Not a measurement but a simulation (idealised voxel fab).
Process module in this document: voxel self aligned vias
cross-section cut | 145 nm wide | cells 5 nm
Reading order for cross-sections: top band down to bottom band. Underlying form: a grid of square cells. Band size: one or more rows of cells.
This entry defines a band. It first specifies the height of the band's top and the height of its bottom in nm, and then specifies the band's materials from left to right, stating each material with its width in nm. The word "everywhere" identifies a single material that fills the band from edge to edge, while the word "air" identifies empty space.
Where do heights start? At 0: under that level the wafer as delivered is made of one material only. And the lowest band has no floor; it just carries on downward, as in "from 0 down".
The two numbers in a width such as "30..40" mark its ends across the band: the first belongs to the top row of cells, the second to the bottom row, and from each row to the next the width moves by the same amount.
A step reported as "remains unaltered" is a step in which no cell of the cross-section changed.
"Closed void roster" enumerates empty spaces isolated from the top, with no open way to it, that contain at least 8 cells, giving each as width x height at distance from the left edge, all three in nm.
That trailing text on a step's line, after the settings, is the simulator's own remark on the step.
overlay nm: mask offset rightward from planned place, masked step; negative means leftward offset.
## Steps in the process plan
1) RECEIVE (material Si)
2) CONFORMAL_DEP (material SiO2; thk nm 15)
3) CONFORMAL_DEP (material SiCN; thk nm 5)
4) DIRECTIONAL_DEP (material SiO2; thk nm 20)
5) PATTERN (tone open; mask id LINES; material resist; width nm 20; pitch nm 50; thk nm 20; overlay nm 0)
6) DIRECTIONAL_ETCH (etch materials SiO2; depth nm 20)
7) STRIP (etch materials resist)
8) CONFORMAL_DEP (material TiN; thk nm 5)
9) FILL_DEP (material Ru; thk nm 10)
10) CMP (height nm 40)
11) SELECTIVE_ETCH (etch materials W Ru TiN; depth nm 5)
12) FILL_DEP (material SiN; thk nm 5)
13) CMP (height nm 40)
14) DIRECTIONAL_DEP (material SiO2; thk nm 15)
15) PATTERN (tone open; mask id VIAS; material resist; width nm 30; pitch nm 50; thk nm 20; overlay nm 0)
16) DIRECTIONAL_ETCH (etch materials SiO2; depth nm 15)
17) DIRECTIONAL_ETCH (etch materials SiN; depth nm 5)
18) STRIP (etch materials resist)
19) CONFORMAL_DEP (material TiN; thk nm 5)
20) FILL_DEP (material W; thk nm 10)
21) CMP (height nm 55)
22) CONFORMAL_DEP (material SiCN; thk nm 5)
## The cross-section here shows the wafer as received, i.e. in its state after step 1
  from 0 down  Si everywhere
  Closed void roster: none
## Starting wafer: above. Plan: above. Run: one mistake. Cross-section after the module: below
  from 60 to 55  SiCN everywhere
  from 55 to 40  30 nm SiO2; 5 nm TiN; 20 nm W; 5 nm TiN; 20 nm SiO2; 5 nm TiN; 20 nm W; 5 nm TiN; 35 nm SiO2
  from 40 to 35  30 nm SiN; 30 nm TiN; 20 nm SiN; 30 nm TiN; 35 nm SiN
  from 35 to 25  35 nm SiO2; 5 nm TiN; 10 nm Ru; 5 nm TiN; 30 nm SiO2; 5 nm TiN; 10 nm Ru; 5 nm TiN; 40 nm SiO2
  from 25 to 20  35 nm SiO2; 20 nm TiN; 30 nm SiO2; 20 nm TiN; 40 nm SiO2
  from 20 to 15  SiCN everywhere
  from 15 to 0  SiO2 everywhere
  from 0 down  Si everywhere
  Closed void roster: none
Diagnosis: off-plan run, step 4, actual operation and settings DIRECTIONAL_DEP (material SiO2; thk nm 15)
